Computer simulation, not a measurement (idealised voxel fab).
voxel capacitor over wiring: a process module
The cross-section shown here is cut; it is 205 nm wide and divided into square cells measuring 5 nm on a side.
Cross-section spec: square-cell grid; bands listed top down; each band is one or more rows. Within each band entry, the heights of the top and of the bottom of the band appear first, in that order and in nm; the materials of the band then follow from left to right, each with its corresponding width in nm. The designation "full width" on a single material indicates that it fills the band from edge to edge; the designation "air" indicates empty space. Where do heights start? At 0: under that level the wafer as delivered is made of one material only. And the lowest band has no floor; it just carries on downward, as in "top 0, no bottom". Width: "30 to 40" (first number = top row, second number = bottom row, same change from row to row of cells). Step marked "nothing was modified"? Then no cell in the cross-section changed in it. Sealed internal voids: empty space of 8 cells or more with no open way to the top, each as width x height at its distance from the left edge, in nm. The remark found on a step's line after its settings is issued by the simulator itself and pertains to that step. The setting "overlay nm" may be written on the line of a step. When the step uses a mask, the value reports how far to the right of the planned place the mask lay, and a negative value reports that it lay to the left.
## Planned step list for the process
1: RECEIVE with material Si
2: CONFORMAL_DEP with material SiO2, thk nm 15
3: CONFORMAL_DEP with material SiCN, thk nm 5
4: DIRECTIONAL_DEP with material lowk, thk nm 25
5: PATTERN with tone open, mask id METAL_1, material resist, width nm 30, pitch nm 80, thk nm 15, overlay nm 0
6: DIRECTIONAL_ETCH with etch materials lowk, depth nm 25
7: DIRECTIONAL_ETCH with etch materials SiCN, depth nm 5
8: STRIP with etch materials resist
9: CONFORMAL_DEP with material TiN, thk nm 5
10: FILL_DEP with material Cu, thk nm 10
11: CMP with height nm 45
12: CONFORMAL_DEP with material SiCN, thk nm 5
13: DIRECTIONAL_DEP with material SiO2, thk nm 15
14: MASKED_ETCH with tone open, mask id PLUG_1, width nm 15, etch materials SiO2, depth nm 15, overlay nm 0
15: MASKED_ETCH with tone open, mask id PLUG_1, width nm 15, etch materials SiCN, depth nm 5, overlay nm 0
16: EPI with material Ru, thk nm 10
17: EPI with material Ru, thk nm 10
18: DIRECTIONAL_DEP with material TiN, thk nm 5
19: DIRECTIONAL_DEP with material SiN, thk nm 5
20: DIRECTIONAL_DEP with material TiN, thk nm 10
21: DIRECTIONAL_DEP with material aC, thk nm 10
22: PATTERN with tone cover, mask id UPPER_PLATE, material resist, width nm 55, thk nm 25, overlay nm 0
23: DIRECTIONAL_ETCH with etch materials aC, depth nm 10
24: STRIP with etch materials resist
25: DIRECTIONAL_ETCH with etch materials TiN, depth nm 10
26: DIRECTIONAL_ETCH with etch materials SiN, depth nm 5
27: STRIP with etch materials aC
28: PATTERN with tone cover, mask id LOWER_PLATE, material resist, width nm 65, thk nm 20, overlay nm 0
29: DIRECTIONAL_ETCH with etch materials TiN, depth nm 5
30: STRIP with etch materials resist
31: FILL_DEP with material SiO2, thk nm 15
32: CMP with height nm 95
33: PATTERN with tone open, mask id PLUG_2, material resist, width nm 15, thk nm 15, overlay nm 0
34: DIRECTIONAL_ETCH with etch materials SiO2, depth nm 10
35: STRIP with etch materials resist
36: CONFORMAL_DEP with material TiN, thk nm 5
37: FILL_DEP with material Cu, thk nm 5
38: CMP with height nm 95
39: CONFORMAL_DEP with material SiN, thk nm 5
## Cross-section of the wafer at receipt, which is the condition after step 1
* top 0, no bottom  Si full width
* Sealed internal voids: none
## Looking at the first of two wafers in cross-section at end of module - ran to plan
* top 100, bottom 95  SiN full width
* top 95, bottom 90  SiO2 70 nm | TiN 5 nm | Cu 5 nm | TiN 5 nm | SiO2 120 nm
* top 90, bottom 85  SiO2 70 nm | TiN 15 nm | SiO2 120 nm
* top 85, bottom 75  SiO2 60 nm | TiN 55 nm | SiO2 90 nm
* top 75, bottom 70  SiO2 60 nm | SiN 55 nm | SiO2 90 nm
* top 70, bottom 65  SiO2 55 nm | TiN 65 nm | SiO2 85 nm
* top 65, bottom 50  SiO2 60 nm | Ru 15 nm | SiO2 130 nm
* top 50, bottom 45  SiCN 60 nm | Ru 15 nm | SiCN 130 nm
* top 45, bottom 20  lowk 45 nm | TiN 5 nm | Cu 20 nm | TiN 5 nm | lowk 50 nm | TiN 5 nm | Cu 20 nm | TiN 5 nm | lowk 50 nm
* top 20, bottom 15  SiCN 45 nm | TiN 30 nm | SiCN 50 nm | TiN 30 nm | SiCN 50 nm
* top 15, bottom 0  SiO2 full width
* top 0, no bottom  Si full width
* Sealed internal voids: none
## Cross-sectional view of the second of two wafers upon completion of the module. This wafer shared its starting condition and process plan with the first; one error was made during its execution
* top 100, bottom 95  SiN full width
* top 95, bottom 85  SiO2 60 nm | TiN 25 nm | SiO2 120 nm
* top 85, bottom 80  SiO2 60 nm | SiN 25 nm | TiN 30 nm | SiO2 90 nm
* top 80, bottom 75  SiO2 55 nm | TiN 60 nm | SiO2 90 nm
* top 75, bottom 70  SiO2 50 nm | Ru 35 nm | SiN 30 nm | SiO2 90 nm
* top 70, bottom 65  SiO2 50 nm | Ru 35 nm | TiN 35 nm | SiO2 85 nm
* top 65, bottom 50  SiO2 60 nm | Ru 15 nm | SiO2 130 nm
* top 50, bottom 45  SiCN 60 nm | Ru 15 nm | SiCN 130 nm
* top 45, bottom 20  lowk 45 nm | TiN 5 nm | Cu 20 nm | TiN 5 nm | lowk 50 nm | TiN 5 nm | Cu 20 nm | TiN 5 nm | lowk 50 nm
* top 20, bottom 15  SiCN 45 nm | TiN 30 nm | SiCN 50 nm | TiN 30 nm | SiCN 50 nm
* top 15, bottom 0  SiO2 full width
* top 0, no bottom  Si full width
* Sealed internal voids: none
Deviation from plan: one of the steps 16 and 17, which are alike, was run twice
Bottom line after processing is that, in cells, the second wafer is up or down on some materials versus the first: -1 Cu | +14 Ru | -8 SiO2 | -5 TiN
